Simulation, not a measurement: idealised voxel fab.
process module | voxel wiring stack
cross-section cut | 160 nm wide | cells 5 nm
A cross-section is a grid of square cells, given in bands from the top down. A band is one or more rows of cells.
Each band's line starts with the height of the band's top and of its bottom, in nm. Then come its materials from left to right, each with its width in nm. One material with "throughout" fills the band from edge to edge. "air" is empty space.
Height 0 is the level under which the wafer as received is all one material. The lowest band goes on downwards, as in "0 down".
A width such as "30 to 40" changes by the same amount from each row of cells to the next, from the band's top row to its bottom row.
"no change" after a step means that no cell of the cross-section changed.
closed voids: empty space of 8 cells or more with no open way to the top, each as width x height at its distance from the left edge, in nm
after a step's settings: what the simulator itself notes on the step
overlay nm, on a step with a mask: how far to the right of its planned place the mask lay; to the left if negative
plan
1 op RECEIVE | material Si
2 op CONFORMAL_DEP | material SiO2 | thk nm 15
3 op CONFORMAL_DEP | material SiCN | thk nm 5
4 op DIRECTIONAL_DEP | material SiO2 | thk nm 15
5 op PATTERN | tone open | mask id METAL_1 | material resist | width nm 20 | pitch nm 35 | thk nm 15 | overlay nm 0
6 op DIRECTIONAL_ETCH | etch materials SiO2 | depth nm 15
7 op DIRECTIONAL_ETCH | etch materials SiCN | depth nm 5
8 op STRIP | etch materials resist
9 op CONFORMAL_DEP | material TiN | thk nm 5
10 op FILL_DEP | material Ru | thk nm 5
11 op CMP | height nm 35
12 op EPI | material Ru | thk nm 5
13 op FILL_DEP | material SiCN | thk nm 5
14 op DIRECTIONAL_DEP | material lowk | thk nm 30
15 op DIRECTIONAL_DEP | material aC | thk nm 15
16 op PATTERN | tone open | mask id METAL_2_HOLES | material resist | width nm 15 | pitch nm 35 | thk nm 30 | overlay nm 0
17 op DIRECTIONAL_ETCH | etch materials aC | depth nm 15
18 op STRIP | etch materials resist
19 op DIRECTIONAL_ETCH | etch materials lowk | depth nm 30
20 op STRIP | etch materials aC
21 op MASKED_ETCH | tone open | mask id METAL_2 | width nm 20 | pitch nm 35 | etch materials lowk | depth nm 20 | overlay nm 0
22 op MASKED_ETCH | tone open | mask id METAL_2 | width nm 20 | pitch nm 35 | etch materials SiCN | depth nm 5 | overlay nm 0
23 op CONFORMAL_DEP | material TiN | thk nm 5
24 op FILL_DEP | material Cu | thk nm 10
25 op CMP | height nm 75
26 op CONFORMAL_DEP | material SiN | thk nm 5
as received, after step 1
  0 down: Si throughout
  closed voids: none
a wafer at the end: this start, this plan, one mistake
  80 to 75: SiN throughout
  75 to 60: lowk 50 | TiN 5 | Cu 5 | TiN 5 | lowk 20 | TiN 5 | Cu 5 | TiN 5 | lowk 60
  60 to 55: lowk 50 | TiN 15 | lowk 20 | TiN 15 | lowk 60
  55 to 45: lowk throughout
  45 to 40: SiCN throughout
  40 to 35: SiCN 45 | Ru 30 | SiCN 5 | Ru 30 | SiCN 50
  35 to 20: SiO2 50 | TiN 5 | Ru 10 | TiN 5 | SiO2 15 | TiN 5 | Ru 10 | TiN 5 | SiO2 55
  20 to 15: SiCN 50 | TiN 20 | SiCN 15 | TiN 20 | SiCN 55
  15 to 0: SiO2 throughout
  0 down: Si throughout
  closed voids: none
what went wrong: step 14 was run twice
